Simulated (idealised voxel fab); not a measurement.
Presented below is a process module, voxel self aligned contacts.
Cross-sectional view cut (width: 260 nm; square cell size: 5 nm).
Reading order for cross-sections: top band down to bottom band. Underlying form: a grid of square cells. Band size: one or more rows of cells. It is stipulated that each band's entry specify, in nanometres, the height of the top of the band and then that of its bottom, followed by the materials of the band in left-to-right sequence, each together with its width in nanometres. A single material marked by the word "all across" is understood to fill the band from edge to edge; the word "air" is understood to denote empty space. Beneath 0, the wafer as received is one material, and that level is where height counting begins. The lowest band goes on downward without a bottom; it is written like "from 0 down". Think of "30 to 40" as a width that walks from the first number to the second as you go down the band, top row to bottom row, taking equal-sized steps from row to row. "remained unchanged" means the step left every cell of the cross-section as it was. Any empty space of 8 cells or more lacking an open way to the top shows up in "Internal closed voids" as width x height at distance, distance from the left edge, in nm. On each step's line, the part that comes after the settings is the simulator's own comment on the step. You can add "overlay nm" to a step's line. For a step with a mask, it describes how far the mask lay to the right of its planned position, and a negative number describes a lay to the left.

Listed below are the process steps as planned:
1. RECEIVE, material Si
2. OXIDIZE, depth nm 5
3. DIRECTIONAL_DEP, material polySi, thk nm 30
4. DIRECTIONAL_DEP, material SiN, thk nm 15
5. DIRECTIONAL_DEP, material aC, thk nm 10
6. PATTERN, tone cover, mask id GATE, material resist, width nm 30, pitch nm 55, thk nm 30, overlay nm 0
7. DIRECTIONAL_ETCH, etch materials aC, depth nm 10
8. STRIP, etch materials resist
9. DIRECTIONAL_ETCH, etch materials SiN, depth nm 15
10. DIRECTIONAL_ETCH, etch materials polySi, depth nm 30
11. STRIP, etch materials aC
12. CONFORMAL_DEP, material SiN, thk nm 5
13. DIRECTIONAL_ETCH, etch materials SiN, depth nm 5
14. FILL_DEP, material SiO2, thk nm 15
15. CMP, height nm 50
16. MASKED_ETCH, tone open, mask id CONTACT, width nm 35, etch materials SiO2, depth nm 55, overlay nm 0
17. CONFORMAL_DEP, material TiN, thk nm 5
18. FILL_DEP, material Ru, thk nm 5
19. CMP, height nm 50
20. CONFORMAL_DEP, material SiN, thk nm 5

Cross-section of the wafer upon arrival, representing the state reached after step 1:
* from 0 down: Si all across
* Internal closed voids: none

The plan above was carried out on the starting structure above with one mistake, and this cross-section shows the wafer at the end of the module:
* from 55 to 50: SiN all across
* from 50 to 45: SiO2: 105, then TiN: 20, then Ru: 5, then TiN: 10, then SiO2: 120
* from 45 to 30: SiO2: 80, then SiN: 40, then TiN: 5, then Ru: 5, then TiN: 5, then SiN: 40, then SiO2: 85
* from 30 to 0: SiO2: 80, then SiN: 5, then polySi: 30, then SiN: 5, then TiN: 5, then Ru: 5, then TiN: 5, then SiN: 5, then polySi: 30, then SiN: 5, then SiO2: 85
* from 0 to -5: SiO2: 120, then TiN: 15, then SiO2: 125
* from -5 down: Si all across
* Internal closed voids: none
It is concluded that the wafer was processed incorrectly with respect to the plan, in that for step 16, the planned setting was not used; the step was instead run as MASKED_ETCH, tone open, mask id CONTACT, width nm 35, etch materials SiO2, depth nm 55, overlay nm -5
